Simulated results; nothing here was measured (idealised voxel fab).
The following process module bears the name voxel capacitor over wiring.
For reference, the cross-section in this document is cut, with width 180 nm and square cells of 5 nm.
Just so we're on the same page, the cross-sections are grids of square cells, and they're listed out in bands top to bottom, each band one or more rows deep. Band: top and bottom heights (nm) first, top before bottom; then materials from left to right, widths in nm. "full width" marks a sole material filling the band edge to edge. "empty" denotes empty space. Heights are reckoned from 0. Under this level, the received wafer is all of one material. The bottommost band is open-ended downward, for example "0 nm and below". The expression "30..40" gives the width at the extremes of the band, the first number at its top row of cells and the second at its bottom row, with the width changing by equal amounts from each row to the next in between. "stayed the same" means the step left every cell of the cross-section as it was. "closed voids" specifies each empty space that is not open to the top and that occupies no fewer than 8 cells, using the form width x height at distance, the distance measured from the left edge and all three quantities in nm. Heads up: the bit after the settings on a step's line is the simulator's remark on that step. overlay nm, on a step with a mask: how far to the right of its planned place the mask lay; to the left if negative.

These are the steps we planned for the process:
1: op RECEIVE | material Si
2: op CONFORMAL_DEP | material SiO2 | thk nm 10
3: op DIRECTIONAL_DEP | material TiN | thk nm 5
4: op DIRECTIONAL_DEP | material W | thk nm 15
5: op PATTERN | tone cover | mask id METAL_1 | material resist | width nm 25 | pitch nm 75 | thk nm 15 | overlay nm 0
6: op DIRECTIONAL_ETCH | etch materials W | depth nm 15
7: op DIRECTIONAL_ETCH | etch materials TiN | depth nm 5
8: op STRIP | etch materials resist
9: op FILL_DEP | material lowk | thk nm 5
10: op CMP | height nm 30
11: op CONFORMAL_DEP | material SiCN | thk nm 5
12: op DIRECTIONAL_DEP | material lowk | thk nm 20
13: op PATTERN | tone open | mask id PLUG_1 | material resist | width nm 15 | thk nm 15 | overlay nm 0
14: op DIRECTIONAL_ETCH | etch materials lowk | depth nm 20
15: op DIRECTIONAL_ETCH | etch materials SiCN | depth nm 5
16: op STRIP | etch materials resist
17: op EPI | material Ru | thk nm 10
18: op EPI | material Ru | thk nm 10
19: op EPI | material Ru | thk nm 5
20: op DIRECTIONAL_DEP | material TiN | thk nm 10
21: op DIRECTIONAL_DEP | material Al2O3 | thk nm 5
22: op DIRECTIONAL_DEP | material TiN | thk nm 5
23: op DIRECTIONAL_DEP | material aC | thk nm 15
24: op PATTERN | tone cover | mask id UPPER_PLATE | material resist | width nm 55 | thk nm 35 | overlay nm 0
25: op DIRECTIONAL_ETCH | etch materials aC | depth nm 15
26: op STRIP | etch materials resist
27: op DIRECTIONAL_ETCH | etch materials TiN | depth nm 5
28: op DIRECTIONAL_ETCH | etch materials Al2O3 | depth nm 5
29: op STRIP | etch materials aC
30: op PATTERN | tone cover | mask id LOWER_PLATE | material resist | width nm 65 | thk nm 20 | overlay nm 0
31: op DIRECTIONAL_ETCH | etch materials TiN | depth nm 10
32: op STRIP | etch materials resist
33: op FILL_DEP | material SiO2 | thk nm 20
34: op CMP | height nm 90
35: op PATTERN | tone open | mask id PLUG_2 | material resist | width nm 15 | thk nm 20 | overlay nm 0
36: op DIRECTIONAL_ETCH | etch materials SiO2 | depth nm 15
37: op STRIP | etch materials resist
38: op CONFORMAL_DEP | material TiN | thk nm 5
39: op FILL_DEP | material W | thk nm 10
40: op CMP | height nm 90
41: op CONFORMAL_DEP | material SiN | thk nm 5

What follows covers the first of two wafers; it ran as planned:

Cross-section, incoming material, after step 1:
- 0 nm and below = Si full width
- closed voids: none

So this is the wafer cross-section right after step 2:
- 10 nm to 0 nm = SiO2 full width
- Beneath the level 0, the cross-section is identical to its previous state.

So this is the wafer cross-section right after step 3:
- 15 nm to 10 nm = TiN full width
- Beneath the level 10, the cross-section is identical to its previous state.

So this is the wafer cross-section right after step 4:
- 30 nm to 15 nm = W full width
- Beneath the level 15, the cross-section is identical to its previous state.

So this is the wafer cross-section right after step 5:
- 45 nm to 30 nm = 40 empty, then 25 resist, then 50 empty, then 25 resist, then 40 empty
- Beneath the level 30, the cross-section is identical to its previous state.

So this is the wafer cross-section right after step 6:
- 45 nm to 30 nm = 40 empty, then 25 resist, then 50 empty, then 25 resist, then 40 empty
- 30 nm to 15 nm = 40 empty, then 25 W, then 50 empty, then 25 W, then 40 empty
- Beneath the level 15, the cross-section is identical to its previous state.

So this is the wafer cross-section right after step 7:
- 45 nm to 30 nm = 40 empty, then 25 resist, then 50 empty, then 25 resist, then 40 empty
- 30 nm to 15 nm = 40 empty, then 25 W, then 50 empty, then 25 W, then 40 empty
- 15 nm to 10 nm = 40 empty, then 25 TiN, then 50 empty, then 25 TiN, then 40 empty
- Beneath the level 10, the cross-section is identical to its previous state.

So this is the wafer cross-section right after step 8:
- 30 nm to 15 nm = 40 empty, then 25 W, then 50 empty, then 25 W, then 40 empty
- Beneath the level 15, the cross-section is identical to its previous state.

So this is the wafer cross-section right after step 9:
- 35 nm to 30 nm = lowk full width
- 30 nm to 15 nm = 40 lowk, then 25 W, then 50 lowk, then 25 W, then 40 lowk
- 15 nm to 10 nm = 40 lowk, then 25 TiN, then 50 lowk, then 25 TiN, then 40 lowk
- Beneath the level 10, the cross-section is identical to its previous state.

So this is the wafer cross-section right after step 10:
- 30 nm to 15 nm = 40 lowk, then 25 W, then 50 lowk, then 25 W, then 40 lowk
- Beneath the level 15, the cross-section is identical to its previous state.

So this is the wafer cross-section right after step 11:
- 35 nm to 30 nm = SiCN full width
- Beneath the level 30, the cross-section is identical to its previous state.

So this is the wafer cross-section right after step 12:
- 55 nm to 35 nm = lowk full width
- Beneath the level 35, the cross-section is identical to its previous state.

So this is the wafer cross-section right after step 13:
- 70 nm to 55 nm = 50 resist, then 15 empty, then 115 resist
- Beneath the level 55, the cross-section is identical to its previous state.

So this is the wafer cross-section right after step 14:
- 70 nm to 55 nm = 50 resist, then 15 empty, then 115 resist
- 55 nm to 35 nm = 50 lowk, then 15 empty, then 115 lowk
- Beneath the level 35, the cross-section is identical to its previous state.

So this is the wafer cross-section right after step 15:
- 70 nm to 55 nm = 50 resist, then 15 empty, then 115 resist
- 55 nm to 35 nm = 50 lowk, then 15 empty, then 115 lowk
- 35 nm to 30 nm = 50 SiCN, then 15 empty, then 115 SiCN
- Beneath the level 30, the cross-section is identical to its previous state.

So this is the wafer cross-section right after step 16:
- 55 nm to 35 nm = 50 lowk, then 15 empty, then 115 lowk
- Beneath the level 35, the cross-section is identical to its previous state.

So this is the wafer cross-section right after step 17:
- 55 nm to 40 nm = 50 lowk, then 15 empty, then 115 lowk
- 40 nm to 35 nm = 50 lowk, then 15 Ru, then 115 lowk
- 35 nm to 30 nm = 50 SiCN, then 15 Ru, then 115 SiCN
- Beneath the level 30, the cross-section is identical to its previous state.

So this is the wafer cross-section right after step 18:
- 55 nm to 50 nm = 50 lowk, then 15 empty, then 115 lowk
- 50 nm to 35 nm = 50 lowk, then 15 Ru, then 115 lowk
- Beneath the level 35, the cross-section is identical to its previous state.

So this is the wafer cross-section right after step 19:
- 55 nm to 35 nm = 50 lowk, then 15 Ru, then 115 lowk
- Beneath the level 35, the cross-section is identical to its previous state.

So this is the wafer cross-section right after step 20:
- 65 nm to 55 nm = TiN full width
- Beneath the level 55, the cross-section is identical to its previous state.

So this is the wafer cross-section right after step 21:
- 70 nm to 65 nm = Al2O3 full width
- Beneath the level 65, the cross-section is identical to its previous state.

So this is the wafer cross-section right after step 22:
- 75 nm to 70 nm = TiN full width
- Beneath the level 70, the cross-section is identical to its previous state.

So this is the wafer cross-section right after step 23:
- 90 nm to 75 nm = aC full width
- Beneath the level 75, the cross-section is identical to its previous state.

So this is the wafer cross-section right after step 24:
- 125 nm to 90 nm = 50 empty, then 55 resist, then 75 empty
- Beneath the level 90, the cross-section is identical to its previous state.

So this is the wafer cross-section right after step 25:
- 110 nm to 90 nm = 50 empty, then 55 resist, then 75 empty
- 90 nm to 75 nm = 50 empty, then 55 aC, then 75 empty
- Beneath the level 75, the cross-section is identical to its previous state.

So this is the wafer cross-section right after step 26:
- 90 nm to 75 nm = 50 empty, then 55 aC, then 75 empty
- Beneath the level 75, the cross-section is identical to its previous state.

So this is the wafer cross-section right after step 27:
- 90 nm to 75 nm = 50 empty, then 55 aC, then 75 empty
- 75 nm to 70 nm = 50 empty, then 55 TiN, then 75 empty
- Beneath the level 70, the cross-section is identical to its previous state.

So this is the wafer cross-section right after step 28:
- 90 nm to 75 nm = 50 empty, then 55 aC, then 75 empty
- 75 nm to 70 nm = 50 empty, then 55 TiN, then 75 empty
- 70 nm to 65 nm = 50 empty, then 55 Al2O3, then 75 empty
- Beneath the level 65, the cross-section is identical to its previous state.

So this is the wafer cross-section right after step 29:
- 75 nm to 70 nm = 50 empty, then 55 TiN, then 75 empty
- Beneath the level 70, the cross-section is identical to its previous state.

So this is the wafer cross-section right after step 30:
- 95 nm to 75 nm = 45 empty, then 65 resist, then 70 empty
- 75 nm to 70 nm = 45 empty, then 5 resist, then 55 TiN, then 5 resist, then 70 empty
- 70 nm to 65 nm = 45 empty, then 5 resist, then 55 Al2O3, then 5 resist, then 70 empty
- Beneath the level 65, the cross-section is identical to its previous state.

So this is the wafer cross-section right after step 31:
- 95 nm to 75 nm = 45 empty, then 65 resist, then 70 empty
- 75 nm to 70 nm = 45 empty, then 5 resist, then 55 TiN, then 5 resist, then 70 empty
- 70 nm to 65 nm = 45 empty, then 5 resist, then 55 Al2O3, then 5 resist, then 70 empty
- 65 nm to 55 nm = 45 empty, then 65 TiN, then 70 empty
- Beneath the level 55, the cross-section is identical to its previous state.

So this is the wafer cross-section right after step 32:
- 75 nm to 70 nm = 50 empty, then 55 TiN, then 75 empty
- 70 nm to 65 nm = 50 empty, then 55 Al2O3, then 75 empty
- Beneath the level 65, the cross-section is identical to its previous state.

So this is the wafer cross-section right after step 33:
- 95 nm to 75 nm = SiO2 full width
- 75 nm to 70 nm = 50 SiO2, then 55 TiN, then 75 SiO2
- 70 nm to 65 nm = 50 SiO2, then 55 Al2O3, then 75 SiO2
- 65 nm to 55 nm = 45 SiO2, then 65 TiN, then 70 SiO2
- Beneath the level 55, the cross-section is identical to its previous state.

So this is the wafer cross-section right after step 34:
- 90 nm to 75 nm = SiO2 full width
- Beneath the level 75, the cross-section is identical to its previous state.

So this is the wafer cross-section right after step 35:
- 110 nm to 90 nm = 60 resist, then 15 empty, then 105 resist
- Beneath the level 90, the cross-section is identical to its previous state.

So this is the wafer cross-section right after step 36:
- 110 nm to 90 nm = 60 resist, then 15 empty, then 105 resist
- 90 nm to 75 nm = 60 SiO2, then 15 empty, then 105 SiO2
- Beneath the level 75, the cross-section is identical to its previous state.

So this is the wafer cross-section right after step 37:
- 90 nm to 75 nm = 60 SiO2, then 15 empty, then 105 SiO2
- Beneath the level 75, the cross-section is identical to its previous state.

So this is the wafer cross-section right after step 38:
- 95 nm to 90 nm = 65 TiN, then 5 empty, then 110 TiN
- 90 nm to 80 nm = 60 SiO2, then 5 TiN, then 5 empty, then 5 TiN, then 105 SiO2
- 80 nm to 70 nm = 60..50 SiO2, then 15..55 TiN, then 105..75 SiO2
- Beneath the level 70, the cross-section is identical to its previous state.

So this is the wafer cross-section right after step 39:
- 105 nm to 95 nm = W full width
- 95 nm to 90 nm = 65 TiN, then 5 W, then 110 TiN
- 90 nm to 80 nm = 60 SiO2, then 5 TiN, then 5 W, then 5 TiN, then 105 SiO2
- Beneath the level 80, the cross-section is identical to its previous state.

So this is the wafer cross-section right after step 40:
- 90 nm to 80 nm = 60 SiO2, then 5 TiN, then 5 W, then 5 TiN, then 105 SiO2
- Beneath the level 80, the cross-section is identical to its previous state.

So this is the wafer cross-section right after step 41:
- 95 nm to 90 nm = SiN full width
- Beneath the level 90, the cross-section is identical to its previous state.

Second wafer: like start, like plan, one mistake. Through step 10 it matches the first wafer:

Second wafer shown in cross-section at the time step 11 was slated to end:
- 35 nm to 30 nm = SiO2 full width
- Beneath the level 30, the cross-section is identical to its previous state.

Second wafer shown in cross-section at the time step 12 was slated to end:
- 55 nm to 35 nm = lowk full width
- Beneath the level 35, the cross-section is identical to its previous state.

Second wafer shown in cross-section at the time step 13 was slated to end:
- 70 nm to 55 nm = 50 resist, then 15 empty, then 115 resist
- Beneath the level 55, the cross-section is identical to its previous state.

Second wafer shown in cross-section at the time step 14 was slated to end:
- 70 nm to 55 nm = 50 resist, then 15 empty, then 115 resist
- 55 nm to 35 nm = 50 lowk, then 15 empty, then 115 lowk
- Beneath the level 35, the cross-section is identical to its previous state.

Second wafer shown in cross-section at the time step 15 was slated to end: stayed the same

Second wafer shown in cross-section at the time step 16 was slated to end:
- 55 nm to 35 nm = 50 lowk, then 15 empty, then 115 lowk
- Beneath the level 35, the cross-section is identical to its previous state.

Second wafer shown in cross-section at the time step 17 was slated to end: stayed the same

Second wafer shown in cross-section at the time step 18 was slated to end: stayed the same

Second wafer shown in cross-section at the time step 19 was slated to end: stayed the same

Second wafer shown in cross-section at the time step 20 was slated to end:
- 65 nm to 55 nm = 50 TiN, then 15 empty, then 115 TiN
- 55 nm to 45 nm = 50 lowk, then 15 empty, then 115 lowk
- 45 nm to 35 nm = 50 lowk, then 15 TiN, then 115 lowk
- Beneath the level 35, the cross-section is identical to its previous state.

Second wafer shown in cross-section at the time step 21 was slated to end:
- 70 nm to 65 nm = 50 Al2O3, then 15 empty, then 115 Al2O3
- 65 nm to 55 nm = 50 TiN, then 15 empty, then 115 TiN
- 55 nm to 50 nm = 50 lowk, then 15 empty, then 115 lowk
- 50 nm to 45 nm = 50 lowk, then 15 Al2O3, then 115 lowk
- Beneath the level 45, the cross-section is identical to its previous state.

Second wafer shown in cross-section at the time step 22 was slated to end:
- 75 nm to 70 nm = 50 TiN, then 15 empty, then 115 TiN
- 70 nm to 65 nm = 50 Al2O3, then 15 empty, then 115 Al2O3
- 65 nm to 55 nm = 50 TiN, then 15 empty, then 115 TiN
- 55 nm to 50 nm = 50 lowk, then 15 TiN, then 115 lowk
- Beneath the level 50, the cross-section is identical to its previous state.

Second wafer shown in cross-section at the time step 23 was slated to end:
- 90 nm to 75 nm = 50 aC, then 15 empty, then 115 aC
- 75 nm to 70 nm = 50 TiN, then 15 empty, then 115 TiN
- 70 nm to 65 nm = 50 Al2O3, then 15 aC, then 115 Al2O3
- 65 nm to 55 nm = 50 TiN, then 15 aC, then 115 TiN
- Beneath the level 55, the cross-section is identical to its previous state.

Second wafer shown in cross-section at the time step 24 was slated to end:
- 125 nm to 90 nm = 50 empty, then 55 resist, then 75 empty
- 90 nm to 75 nm = 50 aC, then 15 resist, then 115 aC
- 75 nm to 70 nm = 50 TiN, then 15 resist, then 115 TiN
- Beneath the level 70, the cross-section is identical to its previous state.

Second wafer shown in cross-section at the time step 25 was slated to end:
- 110 nm to 90 nm = 50 empty, then 55 resist, then 75 empty
- 90 nm to 75 nm = 50 empty, then 15 resist, then 40 aC, then 75 empty
- Beneath the level 75, the cross-section is identical to its previous state.

Second wafer shown in cross-section at the time step 26 was slated to end:
- 90 nm to 75 nm = 65 empty, then 40 aC, then 75 empty
- 75 nm to 70 nm = 50 TiN, then 15 empty, then 115 TiN
- Beneath the level 70, the cross-section is identical to its previous state.

Second wafer shown in cross-section at the time step 27 was slated to end:
- 90 nm to 75 nm = 65 empty, then 40 aC, then 75 empty
- 75 nm to 70 nm = 65 empty, then 40 TiN, then 75 empty
- Beneath the level 70, the cross-section is identical to its previous state.

Second wafer shown in cross-section at the time step 28 was slated to end:
- 90 nm to 75 nm = 65 empty, then 40 aC, then 75 empty
- 75 nm to 70 nm = 65 empty, then 40 TiN, then 75 empty
- 70 nm to 65 nm = 50 empty, then 15 aC, then 40 Al2O3, then 75 empty
- Beneath the level 65, the cross-section is identical to its previous state.

Second wafer shown in cross-section at the time step 29 was slated to end:
- 75 nm to 70 nm = 65 empty, then 40 TiN, then 75 empty
- 70 nm to 65 nm = 65 empty, then 40 Al2O3, then 75 empty
- 65 nm to 55 nm = 50 TiN, then 15 empty, then 115 TiN
- Beneath the level 55, the cross-section is identical to its previous state.

Second wafer shown in cross-section at the time step 30 was slated to end:
- 95 nm to 75 nm = 45 empty, then 65 resist, then 70 empty
- 75 nm to 70 nm = 45 empty, then 20 resist, then 40 TiN, then 5 resist, then 70 empty
- 70 nm to 65 nm = 45 empty, then 20 resist, then 40 Al2O3, then 5 resist, then 70 empty
- 65 nm to 55 nm = 50 TiN, then 15 resist, then 115 TiN
- Beneath the level 55, the cross-section is identical to its previous state.

Second wafer shown in cross-section at the time step 31 was slated to end:
- 95 nm to 75 nm = 45 empty, then 65 resist, then 70 empty
- 75 nm to 70 nm = 45 empty, then 20 resist, then 40 TiN, then 5 resist, then 70 empty
- 70 nm to 65 nm = 45 empty, then 20 resist, then 40 Al2O3, then 5 resist, then 70 empty
- 65 nm to 55 nm = 45 empty, then 5 TiN, then 15 resist, then 45 TiN, then 70 empty
- Beneath the level 55, the cross-section is identical to its previous state.

Second wafer shown in cross-section at the time step 32 was slated to end:
- 75 nm to 70 nm = 65 empty, then 40 TiN, then 75 empty
- 70 nm to 65 nm = 65 empty, then 40 Al2O3, then 75 empty
- 65 nm to 55 nm = 45 empty, then 5 TiN, then 15 empty, then 45 TiN, then 70 empty
- Beneath the level 55, the cross-section is identical to its previous state.

Second wafer shown in cross-section at the time step 33 was slated to end:
- 95 nm to 75 nm = SiO2 full width
- 75 nm to 70 nm = 65 SiO2, then 40 TiN, then 75 SiO2
- 70 nm to 65 nm = 65 SiO2, then 40 Al2O3, then 75 SiO2
- 65 nm to 55 nm = 45 SiO2, then 5 TiN, then 15 SiO2, then 45 TiN, then 70 SiO2
- Beneath the level 55, the cross-section is identical to its previous state.

Second wafer shown in cross-section at the time step 34 was slated to end:
- 90 nm to 75 nm = SiO2 full width
- Beneath the level 75, the cross-section is identical to its previous state.

Second wafer shown in cross-section at the time step 35 was slated to end:
- 110 nm to 90 nm = 60 resist, then 15 empty, then 105 resist
- Beneath the level 90, the cross-section is identical to its previous state.

Second wafer shown in cross-section at the time step 36 was slated to end:
- 110 nm to 90 nm = 60 resist, then 15 empty, then 105 resist
- 90 nm to 75 nm = 60 SiO2, then 15 empty, then 105 SiO2
- Beneath the level 75, the cross-section is identical to its previous state.

Second wafer shown in cross-section at the time step 37 was slated to end:
- 90 nm to 75 nm = 60 SiO2, then 15 empty, then 105 SiO2
- Beneath the level 75, the cross-section is identical to its previous state.

Second wafer shown in cross-section at the time step 38 was slated to end:
- 95 nm to 90 nm = 65 TiN, then 5 empty, then 110 TiN
- 90 nm to 80 nm = 60 SiO2, then 5 TiN, then 5 empty, then 5 TiN, then 105 SiO2
- 80 nm to 70 nm = 60..65 SiO2, then 15..40 TiN, then 105..75 SiO2
- Beneath the level 70, the cross-section is identical to its previous state.

Second wafer shown in cross-section at the time step 39 was slated to end:
- 105 nm to 95 nm = W full width
- 95 nm to 90 nm = 65 TiN, then 5 W, then 110 TiN
- 90 nm to 80 nm = 60 SiO2, then 5 TiN, then 5 W, then 5 TiN, then 105 SiO2
- Beneath the level 80, the cross-section is identical to its previous state.

Second wafer shown in cross-section at the time step 40 was slated to end:
- 90 nm to 80 nm = 60 SiO2, then 5 TiN, then 5 W, then 5 TiN, then 105 SiO2
- Beneath the level 80, the cross-section is identical to its previous state.

Second wafer shown in cross-section at the time step 41 was slated to end:
- 95 nm to 90 nm = SiN full width
- Beneath the level 90, the cross-section is identical to its previous state.
The plan and the run diverged here: off-plan run, step 11, actual operation and settings op CONFORMAL_DEP | material SiO2 | thk nm 5
Final comparison by cell count, materials where the second wafer has more or fewer than the first: Ru -15 | SiCN -33 | SiO2 +48
